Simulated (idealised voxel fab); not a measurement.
Process module heading - voxel trench capacitor
Square cells of 5 nm make up the cross-section cut, whose width is 300 nm.
Cross-section format: a grid of square cells, given as bands from top to bottom; each band is one or more rows of cells. Quick guide to a band line: top height, bottom height (nm) up front; then every material left to right with its width in nm. Only one material and it's marked "edge to edge"? Then it fills the band edge to edge. And "empty" just means empty space. Heights are reckoned from 0. Under this level, the received wafer is all of one material. The bottommost band is open-ended downward, for example "0..down". A two-number width, for instance "30..40", indicates that the width is equal to the first number in the top row of the band and to the second number in the bottom row, and that it changes by a constant amount per row of cells. "nothing changed" after a step means that no cell of the cross-section changed. Closed cavities: empty space of 8 cells or more with no open way to the top, each as width x height at its distance from the left edge, in nm. Text after the settings on a step's line: the simulator's own remark on that step. A step's line can hold "overlay nm"; with a mask on that step, the setting says how far right of the planned place the mask lay, while a negative setting says it lay to the left.
THE PLANNED PROCESS STEPS ARE ENUMERATED HEREUNDER
1 RECEIVE with material Si
2 CONFORMAL_DEP with material SiN, thk nm 5
3 DIRECTIONAL_DEP with material aC, thk nm 10
4 PATTERN with tone open, mask id TRENCH, material resist, width nm 15, pitch nm 35, thk nm 25, overlay nm 0
5 DIRECTIONAL_ETCH with etch materials aC, depth nm 10
6 STRIP with etch materials resist
7 DIRECTIONAL_ETCH with etch materials SiN, depth nm 5
8 DIRECTIONAL_ETCH with etch materials Si, depth nm 40
9 STRIP with etch materials aC
10 CONFORMAL_DEP with material SiO2, thk nm 5
11 FILL_DEP with material polySi, thk nm 5
12 CMP with height nm 5
THE FIRST OF A SET OF TWO WAFERS, RUN TO PLAN
AS-RECEIVED STATE OF THE WAFER IN CROSS-SECTION, EQUIVALENT TO POST-STEP 1
> 0..down = Si edge to edge
> Closed cavities: none
ONCE STEP 2 IS THROUGH, THE WAFER LOOKS LIKE THIS IN CROSS-SECTION
> 5..0 = SiN edge to edge
> Everything below 0 is unchanged.
ONCE STEP 3 IS THROUGH, THE WAFER LOOKS LIKE THIS IN CROSS-SECTION
> 15..5 = aC edge to edge
> Everything below 5 is unchanged.
ONCE STEP 4 IS THROUGH, THE WAFER LOOKS LIKE THIS IN CROSS-SECTION
> 40..15 = 90 resist | 15 empty | 20 resist | 15 empty | 20 resist | 15 empty | 20 resist | 15 empty | 90 resist
> Everything below 15 is unchanged.
ONCE STEP 5 IS THROUGH, THE WAFER LOOKS LIKE THIS IN CROSS-SECTION
> 30..15 = 90 resist | 15 empty | 20 resist | 15 empty | 20 resist | 15 empty | 20 resist | 15 empty | 90 resist
> 15..5 = 90 aC | 15 empty | 20 aC | 15 empty | 20 aC | 15 empty | 20 aC | 15 empty | 90 aC
> Everything below 5 is unchanged.
ONCE STEP 6 IS THROUGH, THE WAFER LOOKS LIKE THIS IN CROSS-SECTION
> 15..5 = 90 aC | 15 empty | 20 aC | 15 empty | 20 aC | 15 empty | 20 aC | 15 empty | 90 aC
> Everything below 5 is unchanged.
ONCE STEP 7 IS THROUGH, THE WAFER LOOKS LIKE THIS IN CROSS-SECTION
> 15..5 = 90 aC | 15 empty | 20 aC | 15 empty | 20 aC | 15 empty | 20 aC | 15 empty | 90 aC
> 5..0 = 90 SiN | 15 empty | 20 SiN | 15 empty | 20 SiN | 15 empty | 20 SiN | 15 empty | 90 SiN
> Everything below 0 is unchanged.
ONCE STEP 8 IS THROUGH, THE WAFER LOOKS LIKE THIS IN CROSS-SECTION
> 15..5 = 90 aC | 15 empty | 20 aC | 15 empty | 20 aC | 15 empty | 20 aC | 15 empty | 90 aC
> 5..0 = 90 SiN | 15 empty | 20 SiN | 15 empty | 20 SiN | 15 empty | 20 SiN | 15 empty | 90 SiN
> 0..-40 = 90 Si | 15 empty | 20 Si | 15 empty | 20 Si | 15 empty | 20 Si | 15 empty | 90 Si
> Everything below -40 is unchanged.
ONCE STEP 9 IS THROUGH, THE WAFER LOOKS LIKE THIS IN CROSS-SECTION
> 5..0 = 90 SiN | 15 empty | 20 SiN | 15 empty | 20 SiN | 15 empty | 20 SiN | 15 empty | 90 SiN
> Everything below 0 is unchanged.
ONCE STEP 10 IS THROUGH, THE WAFER LOOKS LIKE THIS IN CROSS-SECTION
> 10..5 = 95 SiO2 | 5 empty | 30 SiO2 | 5 empty | 30 SiO2 | 5 empty | 30 SiO2 | 5 empty | 95 SiO2
> 5..0 = 90 SiN | 5 SiO2 | 5 empty | 5 SiO2 | 20 SiN | 5 SiO2 | 5 empty | 5 SiO2 | 20 SiN | 5 SiO2 | 5 empty | 5 SiO2 | 20 SiN | 5 SiO2 | 5 empty | 5 SiO2 | 90 SiN
> 0..-35 = 90 Si | 5 SiO2 | 5 empty | 5 SiO2 | 20 Si | 5 SiO2 | 5 empty | 5 SiO2 | 20 Si | 5 SiO2 | 5 empty | 5 SiO2 | 20 Si | 5 SiO2 | 5 empty | 5 SiO2 | 90 Si
> -35..-40 = 90 Si | 15 SiO2 | 20 Si | 15 SiO2 | 20 Si | 15 SiO2 | 20 Si | 15 SiO2 | 90 Si
> Everything below -40 is unchanged.
ONCE STEP 11 IS THROUGH, THE WAFER LOOKS LIKE THIS IN CROSS-SECTION
> 15..10 = polySi edge to edge
> 10..5 = 95 SiO2 | 5 polySi | 30 SiO2 | 5 polySi | 30 SiO2 | 5 polySi | 30 SiO2 | 5 polySi | 95 SiO2
> 5..0 = 90 SiN | 5 SiO2 | 5 polySi | 5 SiO2 | 20 SiN | 5 SiO2 | 5 polySi | 5 SiO2 | 20 SiN | 5 SiO2 | 5 polySi | 5 SiO2 | 20 SiN | 5 SiO2 | 5 polySi | 5 SiO2 | 90 SiN
> 0..-35 = 90 Si | 5 SiO2 | 5 polySi | 5 SiO2 | 20 Si | 5 SiO2 | 5 polySi | 5 SiO2 | 20 Si | 5 SiO2 | 5 polySi | 5 SiO2 | 20 Si | 5 SiO2 | 5 polySi | 5 SiO2 | 90 Si
> Everything below -35 is unchanged.
ONCE STEP 12 IS THROUGH, THE WAFER LOOKS LIKE THIS IN CROSS-SECTION
> 5..0 = 90 SiN | 5 SiO2 | 5 polySi | 5 SiO2 | 20 SiN | 5 SiO2 | 5 polySi | 5 SiO2 | 20 SiN | 5 SiO2 | 5 polySi | 5 SiO2 | 20 SiN | 5 SiO2 | 5 polySi | 5 SiO2 | 90 SiN
> Everything below 0 is unchanged.
SECOND WAFER - SHARED START AND PLAN WITH THE FIRST - ONE ERROR IN RUNNING - SAME AS THE FIRST UP TO STEP 3 INCLUSIVE
SECOND WAFER PROFILE IN SECTION, AT THE MOMENT STEP 4 OF THE PLAN WAS MEANT TO BE COMPLETE
> 40..15 = 90 resist | 20 empty | 15 resist | 20 empty | 15 resist | 20 empty | 15 resist | 20 empty | 85 resist
> Everything below 15 is unchanged.
SECOND WAFER PROFILE IN SECTION, AT THE MOMENT STEP 5 OF THE PLAN WAS MEANT TO BE COMPLETE
> 30..15 = 90 resist | 20 empty | 15 resist | 20 empty | 15 resist | 20 empty | 15 resist | 20 empty | 85 resist
> 15..5 = 90 aC | 20 empty | 15 aC | 20 empty | 15 aC | 20 empty | 15 aC | 20 empty | 85 aC
> Everything below 5 is unchanged.
SECOND WAFER PROFILE IN SECTION, AT THE MOMENT STEP 6 OF THE PLAN WAS MEANT TO BE COMPLETE
> 15..5 = 90 aC | 20 empty | 15 aC | 20 empty | 15 aC | 20 empty | 15 aC | 20 empty | 85 aC
> Everything below 5 is unchanged.
SECOND WAFER PROFILE IN SECTION, AT THE MOMENT STEP 7 OF THE PLAN WAS MEANT TO BE COMPLETE
> 15..5 = 90 aC | 20 empty | 15 aC | 20 empty | 15 aC | 20 empty | 15 aC | 20 empty | 85 aC
> 5..0 = 90 SiN | 20 empty | 15 SiN | 20 empty | 15 SiN | 20 empty | 15 SiN | 20 empty | 85 SiN
> Everything below 0 is unchanged.
SECOND WAFER PROFILE IN SECTION, AT THE MOMENT STEP 8 OF THE PLAN WAS MEANT TO BE COMPLETE
> 15..5 = 90 aC | 20 empty | 15 aC | 20 empty | 15 aC | 20 empty | 15 aC | 20 empty | 85 aC
> 5..0 = 90 SiN | 20 empty | 15 SiN | 20 empty | 15 SiN | 20 empty | 15 SiN | 20 empty | 85 SiN
> 0..-40 = 90 Si | 20 empty | 15 Si | 20 empty | 15 Si | 20 empty | 15 Si | 20 empty | 85 Si
> Everything below -40 is unchanged.
SECOND WAFER PROFILE IN SECTION, AT THE MOMENT STEP 9 OF THE PLAN WAS MEANT TO BE COMPLETE
> 5..0 = 90 SiN | 20 empty | 15 SiN | 20 empty | 15 SiN | 20 empty | 15 SiN | 20 empty | 85 SiN
> Everything below 0 is unchanged.
SECOND WAFER PROFILE IN SECTION, AT THE MOMENT STEP 10 OF THE PLAN WAS MEANT TO BE COMPLETE
> 10..5 = 95 SiO2 | 10 empty | 25 SiO2 | 10 empty | 25 SiO2 | 10 empty | 25 SiO2 | 10 empty | 90 SiO2
> 5..0 = 90 SiN | 5 SiO2 | 10 empty | 5 SiO2 | 15 SiN | 5 SiO2 | 10 empty | 5 SiO2 | 15 SiN | 5 SiO2 | 10 empty | 5 SiO2 | 15 SiN | 5 SiO2 | 10 empty | 5 SiO2 | 85 SiN
> 0..-35 = 90 Si | 5 SiO2 | 10 empty | 5 SiO2 | 15 Si | 5 SiO2 | 10 empty | 5 SiO2 | 15 Si | 5 SiO2 | 10 empty | 5 SiO2 | 15 Si | 5 SiO2 | 10 empty | 5 SiO2 | 85 Si
> -35..-40 = 90 Si | 20 SiO2 | 15 Si | 20 SiO2 | 15 Si | 20 SiO2 | 15 Si | 20 SiO2 | 85 Si
> Everything below -40 is unchanged.
SECOND WAFER PROFILE IN SECTION, AT THE MOMENT STEP 11 OF THE PLAN WAS MEANT TO BE COMPLETE
> 15..10 = polySi edge to edge
> 10..5 = 95 SiO2 | 10 polySi | 25 SiO2 | 10 polySi | 25 SiO2 | 10 polySi | 25 SiO2 | 10 polySi | 90 SiO2
> 5..0 = 90 SiN | 5 SiO2 | 10 polySi | 5 SiO2 | 15 SiN | 5 SiO2 | 10 polySi | 5 SiO2 | 15 SiN | 5 SiO2 | 10 polySi | 5 SiO2 | 15 SiN | 5 SiO2 | 10 polySi | 5 SiO2 | 85 SiN
> 0..-35 = 90 Si | 5 SiO2 | 10 polySi | 5 SiO2 | 15 Si | 5 SiO2 | 10 polySi | 5 SiO2 | 15 Si | 5 SiO2 | 10 polySi | 5 SiO2 | 15 Si | 5 SiO2 | 10 polySi | 5 SiO2 | 85 Si
> Everything below -35 is unchanged.
SECOND WAFER PROFILE IN SECTION, AT THE MOMENT STEP 12 OF THE PLAN WAS MEANT TO BE COMPLETE
> 5..0 = 90 SiN | 5 SiO2 | 10 polySi | 5 SiO2 | 15 SiN | 5 SiO2 | 10 polySi | 5 SiO2 | 15 SiN | 5 SiO2 | 10 polySi | 5 SiO2 | 15 SiN | 5 SiO2 | 10 polySi | 5 SiO2 | 85 SiN
> Everything below 0 is unchanged.
What went wrong in running the wafer? off-plan run, step 4, actual operation and settings PATTERN with tone open, mask id TRENCH, material resist, width nm 20, pitch nm 35, thk nm 25, overlay nm 0
Counted in cells at the end, the second wafer holds more or fewer of these materials than the first: Si: 32 fewer | SiN: 4 fewer | SiO2: 4 more | polySi: 32 more
